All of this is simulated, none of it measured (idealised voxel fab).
Process module heading - voxel capacitor over wiring
Section shown: cut. Width: 235 nm. Cell size: 5 nm, square.
Just so we're on the same page, the cross-sections are grids of square cells, and they're listed out in bands top to bottom, each band one or more rows deep.
Top height, bottom height, nm. Materials left to right, width each, nm. Single material + "all across" = fills band edge to edge. "air" = empty.
Where do heights start? At 0: under that level the wafer as delivered is made of one material only. And the lowest band has no floor; it just carries on downward, as in "0 down".
When a width is written as two numbers, as in "30..40", the first number is the width in the top row of cells of the band and the second is the width in its bottom row, and the width changes by the same amount from each row to the next.
Take "same as before" at face value: in the step it is given for, the cross-section changed in none of its cells.
In "Sealed void list" the enclosed voids are listed, meaning empty spaces of 8 cells or larger without any opening to the top. The form is width x height at distance, distance from the left edge, units nm.
Note: text after step settings on the step line = simulator remark on that step.
On any step carrying a mask, the "overlay nm" setting, if present on the step's line, tells how far right of its planned place the mask lay; negative values point to the left.
Process steps (planned)
| 1 | RECEIVE [material Si] |
| 2 | CONFORMAL_DEP [material SiO2] [thk nm 10] |
| 3 | CONFORMAL_DEP [material SiCN] [thk nm 5] |
| 4 | DIRECTIONAL_DEP [material SiO2] [thk nm 15] |
| 5 | PATTERN [tone open] [mask id METAL_1] [material resist] [width nm 30] [pitch nm 100] [thk nm 20] [overlay nm 0] |
| 6 | DIRECTIONAL_ETCH [etch materials SiO2] [depth nm 15] |
| 7 | DIRECTIONAL_ETCH [etch materials SiCN] [depth nm 5] |
| 8 | STRIP [etch materials resist] |
| 9 | CONFORMAL_DEP [material TiN] [thk nm 5] |
| 10 | FILL_DEP [material Cu] [thk nm 5] |
| 11 | CMP [height nm 30] |
| 12 | CONFORMAL_DEP [material SiCN] [thk nm 5] |
| 13 | DIRECTIONAL_DEP [material lowk] [thk nm 15] |
| 14 | MASKED_ETCH [tone open] [mask id PLUG_1] [width nm 15] [etch materials lowk] [depth nm 15] [overlay nm 0] |
| 15 | MASKED_ETCH [tone open] [mask id PLUG_1] [width nm 15] [etch materials SiCN] [depth nm 5] [overlay nm 0] |
| 16 | EPI [material Ru] [thk nm 10] |
| 17 | EPI [material Ru] [thk nm 10] |
| 18 | DIRECTIONAL_DEP [material TiN] [thk nm 5] |
| 19 | DIRECTIONAL_DEP [material Al2O3] [thk nm 5] |
| 20 | DIRECTIONAL_DEP [material TiN] [thk nm 5] |
| 21 | MASKED_ETCH [tone cover] [mask id UPPER_PLATE] [width nm 75] [etch materials TiN] [depth nm 5] [overlay nm 0] |
| 22 | MASKED_ETCH [tone cover] [mask id UPPER_PLATE] [width nm 75] [etch materials Al2O3] [depth nm 5] [overlay nm 0] |
| 23 | PATTERN [tone cover] [mask id LOWER_PLATE] [material resist] [width nm 85] [thk nm 15] [overlay nm 0] |
| 24 | DIRECTIONAL_ETCH [etch materials TiN] [depth nm 5] |
| 25 | STRIP [etch materials resist] |
| 26 | FILL_DEP [material SiO2] [thk nm 15] |
| 27 | CMP [height nm 75] |
| 28 | DIRECTIONAL_DEP [material aC] [thk nm 10] |
| 29 | PATTERN [tone open] [mask id PLUG_2] [material resist] [width nm 15] [thk nm 30] [overlay nm 0] |
| 30 | DIRECTIONAL_ETCH [etch materials aC] [depth nm 10] |
| 31 | STRIP [etch materials resist] |
| 32 | DIRECTIONAL_ETCH [etch materials SiO2] [depth nm 10] |
| 33 | STRIP [etch materials aC] |
| 34 | CONFORMAL_DEP [material TiN] [thk nm 5] |
| 35 | FILL_DEP [material Cu] [thk nm 10] |
| 36 | CMP [height nm 75] |
| 37 | CONFORMAL_DEP [material SiCN] [thk nm 5] |
Incoming wafer in cross-section (state: after step 1)
  0 down: Si all across
  Sealed void list: none
Starting wafer: above. Plan: above. Run: one mistake. Cross-section after the module: below
  80 to 75: SiCN all across
  75 to 70: SiO2 75 nm  TiN 5 nm  Cu 5 nm  TiN 5 nm  SiO2 145 nm
  70 to 60: SiO2 75..65 nm  TiN 15..75 nm  SiO2 145..95 nm
  60 to 55: SiO2 65 nm  Al2O3 75 nm  SiO2 95 nm
  55 to 50: SiO2 60 nm  TiN 85 nm  SiO2 90 nm
  50 to 35: lowk 65 nm  Ru 15 nm  lowk 155 nm
  35 to 30: SiCN 65 nm  Ru 15 nm  SiCN 155 nm
  30 to 15: SiO2 55 nm  TiN 5 nm  Cu 15 nm  TiN 5 nm  SiO2 75 nm  TiN 5 nm  Cu 15 nm  TiN 5 nm  SiO2 55 nm
  15 to 10: SiCN 55 nm  TiN 25 nm  SiCN 75 nm  TiN 25 nm  SiCN 55 nm
  10 to 0: SiO2 all across
  0 down: Si all across
  Sealed void list: none
Here's what went sideways: not per plan at step 5, really ran PATTERN [tone open] [mask id METAL_1] [material resist] [width nm 25] [pitch nm 100] [thk nm 20] [overlay nm 0]
